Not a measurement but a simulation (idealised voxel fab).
Herein follows the process module entitled voxel released beams.
Section cut is 245 nm wide and gridded with 5 nm square cells.
Throughout this document, each cross-section is represented as a grid of square cells and is presented as a sequence of bands enumerated from the top downward, where a band comprises one or more rows of cells. Heights first: top, then bottom, in nm. Then materials, left to right, each with a width in nm. "edge to edge" on a single material: fills the band edge to edge. "empty": empty space. Measure heights from 0. That's the level where, below it, the as-received wafer is all one material. The lowest band is bottomless and extends downward; write it as in "0 nm and below". The notation "30 to 40" denotes a width that varies across the rows of cells in the band, beginning at the first number in the top row, finishing at the second number in the bottom row, and changing by an identical amount from each row to the next. "no modifications" -> step changed no cross-section cell. The label "Closed voids list" introduces a list of the empty spaces, 8 cells or larger, that have no open way up to the top; each entry in it reads width x height at distance, where the distance is taken from the left edge and all three are stated in nm. Past the settings on a step's line: simulator remark, on that step. Among the settings permitted on a step's line is "overlay nm"; applied to a step with a mask, it specifies the extent to which the mask lay to the right of its planned position, whereas a negative figure signifies a position to the left.
Listed below are the process steps as planned
1. op RECEIVE | material Si
2. op CONFORMAL_DEP | material SiN | thk nm 10
3. op DIRECTIONAL_DEP | material SiO2 | thk nm 15
4. op MASKED_ETCH | tone open | mask id ANCHOR | width nm 35 | etch materials SiO2 | depth nm 15 | overlay nm 0
5. op CONFORMAL_DEP | material W | thk nm 10
6. op MASKED_ETCH | tone cover | mask id BEAM | width nm 85 | etch materials W | depth nm 10 | overlay nm 0
7. op STRIP | etch materials SiO2
So, the first of our two wafers, run just as we planned it
As-received wafer cross-section (after step 1)
* 0 nm and below | Si edge to edge
* Closed voids list: none
Cross-sectional representation of the wafer at the conclusion of step 2
* 10 nm to 0 nm | SiN edge to edge
* Everything below 0 is unchanged.
Cross-sectional representation of the wafer at the conclusion of step 3
* 25 nm to 10 nm | SiO2 edge to edge
* Everything below 10 is unchanged.
Cross-sectional representation of the wafer at the conclusion of step 4
* 25 nm to 10 nm | SiO2=80 | empty=35 | SiO2=130
* Everything below 10 is unchanged.
Cross-sectional representation of the wafer at the conclusion of step 5
* 35 nm to 25 nm | W=90 | empty=15 | W=140
* 25 nm to 20 nm | SiO2=80 | W=10 | empty=15 | W=10 | SiO2=130
* 20 nm to 10 nm | SiO2=80 | W=35 | SiO2=130
* Everything below 10 is unchanged.
Cross-sectional representation of the wafer at the conclusion of step 6
* 35 nm to 25 nm | empty=75 | W=15 | empty=15 | W=55 | empty=85
* Everything below 25 is unchanged.
Cross-sectional representation of the wafer at the conclusion of step 7
* 35 nm to 25 nm | empty=75 | W=15 | empty=15 | W=55 | empty=85
* 25 nm to 20 nm | empty=80 | W=10 | empty=15 | W=10 | empty=130
* 20 nm to 10 nm | empty=80 | W=35 | empty=130
* Everything below 10 is unchanged.
Regarding the second of the two wafers: it shared the first wafer's starting condition and process plan, yet one error occurred during its execution. Its history coincides with that of the first wafer up to and including step 3
At the planned end of step 4, the second wafer in cross-section
* 25 nm to 10 nm | empty=80 | SiO2=35 | empty=130
* Everything below 10 is unchanged.
At the planned end of step 5, the second wafer in cross-section
* 35 nm to 25 nm | empty=70 | W=55 | empty=120
* 25 nm to 20 nm | empty=70 | W=10 | SiO2=35 | W=10 | empty=120
* 20 nm to 10 nm | W=80 | SiO2=35 | W=130
* Everything below 10 is unchanged.
At the planned end of step 6, the second wafer in cross-section
* 35 nm to 25 nm | empty=75 | W=50 | empty=120
* 25 nm to 20 nm | empty=70 | W=10 | SiO2=35 | W=10 | empty=120
* 20 nm to 10 nm | empty=70 | W=10 | SiO2=35 | W=45 | empty=85
* Everything below 10 is unchanged.
At the planned end of step 7, the second wafer in cross-section: no modifications
Error vs. plan: step 4 off recipe, ran as op MASKED_ETCH | tone cover | mask id ANCHOR | width nm 35 | etch materials SiO2 | depth nm 15 | overlay nm 0
Count the cells at the end and the second wafer has more or fewer of some materials than the first: 21 more of SiO2
